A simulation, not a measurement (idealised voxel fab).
process module | voxel spacer lines
cross-section cut | 245 nm wide | cells 5 nm
A cross-section is a grid of square cells, given in bands from the top down. A band is one or more rows of cells.
Each band's line starts with the height of the band's top and of its bottom, in nm. Then come its materials from left to right, each with its width in nm. One material with "throughout" fills the band from edge to edge. "air" is empty space.
Height 0 is the level under which the wafer as received is all one material. The lowest band goes on downwards, as in "0 down".
A width such as "30 to 40" changes by the same amount from each row of cells to the next, from the band's top row to its bottom row.
"no change" after a step means that no cell of the cross-section changed.
closed voids: empty space of 8 cells or more with no open way to the top, each as width x height at its distance from the left edge, in nm
after a step's settings: what the simulator itself notes on the step
overlay nm, on a step with a mask: how far to the right of its planned place the mask lay; to the left if negative
plan
1 op RECEIVE | material Si
2 op CONFORMAL_DEP | material Al2O3 | thk nm 5
3 op DIRECTIONAL_DEP | material W | thk nm 20
4 op DIRECTIONAL_DEP | material aC | thk nm 25
5 op PATTERN | tone cover | mask id MANDREL | material resist | width nm 25 | pitch nm 70 | thk nm 30 | overlay nm 0
6 op DIRECTIONAL_ETCH | etch materials aC | depth nm 25
7 op STRIP | etch materials resist
8 op CONFORMAL_DEP | material SiO2 | thk nm 10
9 op DIRECTIONAL_ETCH | etch materials SiO2 | depth nm 10
10 op STRIP | etch materials aC
11 op DIRECTIONAL_ETCH | etch materials W | depth nm 20
12 op STRIP | etch materials SiO2
first wafer, as planned
as received, after step 1
  0 down: Si throughout
  closed voids: none
after step 2
  5 to 0: Al2O3 throughout
  below 0: unchanged
after step 3
  25 to 5: W throughout
  below 5: unchanged
after step 4
  50 to 25: aC throughout
  below 25: unchanged
after step 5
  80 to 50: air 75 | resist 25 | air 45 | resist 25 | air 75
  below 50: unchanged
after step 6
  55 to 50: air 75 | resist 25 | air 45 | resist 25 | air 75
  50 to 25: air 75 | aC 25 | air 45 | aC 25 | air 75
  below 25: unchanged
after step 7
  50 to 25: air 75 | aC 25 | air 45 | aC 25 | air 75
  below 25: unchanged
after step 8
  60 to 50: air 65 | SiO2 45 | air 25 | SiO2 45 | air 65
  50 to 35: air 65 | SiO2 10 | aC 25 | SiO2 10 | air 25 | SiO2 10 | aC 25 | SiO2 10 | air 65
  35 to 25: SiO2 75 | aC 25 | SiO2 45 | aC 25 | SiO2 75
  below 25: unchanged
after step 9
  50 to 25: air 65 | SiO2 10 | aC 25 | SiO2 10 | air 25 | SiO2 10 | aC 25 | SiO2 10 | air 65
  below 25: unchanged
after step 10
  50 to 25: air 65 | SiO2 10 | air 25 | SiO2 10 | air 25 | SiO2 10 | air 25 | SiO2 10 | air 65
  below 25: unchanged
after step 11
  50 to 25: air 65 | SiO2 10 | air 25 | SiO2 10 | air 25 | SiO2 10 | air 25 | SiO2 10 | air 65
  25 to 5: air 65 | W 10 | air 25 | W 10 | air 25 | W 10 | air 25 | W 10 | air 65
  below 5: unchanged
after step 12
  25 to 5: air 65 | W 10 | air 25 | W 10 | air 25 | W 10 | air 25 | W 10 | air 65
  below 5: unchanged
second wafer: like start, like plan, one mistake. Through step 7 it matches the first wafer
when step 8 should have ended
  55 to 50: air 70 | SiO2 35 | air 35 | SiO2 35 | air 70
  50 to 30: air 70 | SiO2 5 | aC 25 | SiO2 5 | air 35 | SiO2 5 | aC 25 | SiO2 5 | air 70
  30 to 25: SiO2 75 | aC 25 | SiO2 45 | aC 25 | SiO2 75
  below 25: unchanged
when step 9 should have ended
  50 to 45: air 75 | aC 25 | air 45 | aC 25 | air 75
  45 to 25: air 70 | SiO2 5 | aC 25 | SiO2 5 | air 35 | SiO2 5 | aC 25 | SiO2 5 | air 70
  below 25: unchanged
when step 10 should have ended
  45 to 25: air 70 | SiO2 5 | air 25 | SiO2 5 | air 35 | SiO2 5 | air 25 | SiO2 5 | air 70
  below 25: unchanged
when step 11 should have ended
  45 to 25: air 70 | SiO2 5 | air 25 | SiO2 5 | air 35 | SiO2 5 | air 25 | SiO2 5 | air 70
  25 to 5: air 70 | W 5 | air 25 | W 5 | air 35 | W 5 | air 25 | W 5 | air 70
  below 5: unchanged
when step 12 should have ended
  25 to 5: air 70 | W 5 | air 25 | W 5 | air 35 | W 5 | air 25 | W 5 | air 70
  below 5: unchanged
what went wrong: step 8 ran as: op CONFORMAL_DEP | material SiO2 | thk nm 5
at the end the second wafer has, in cells: 16 fewer of W
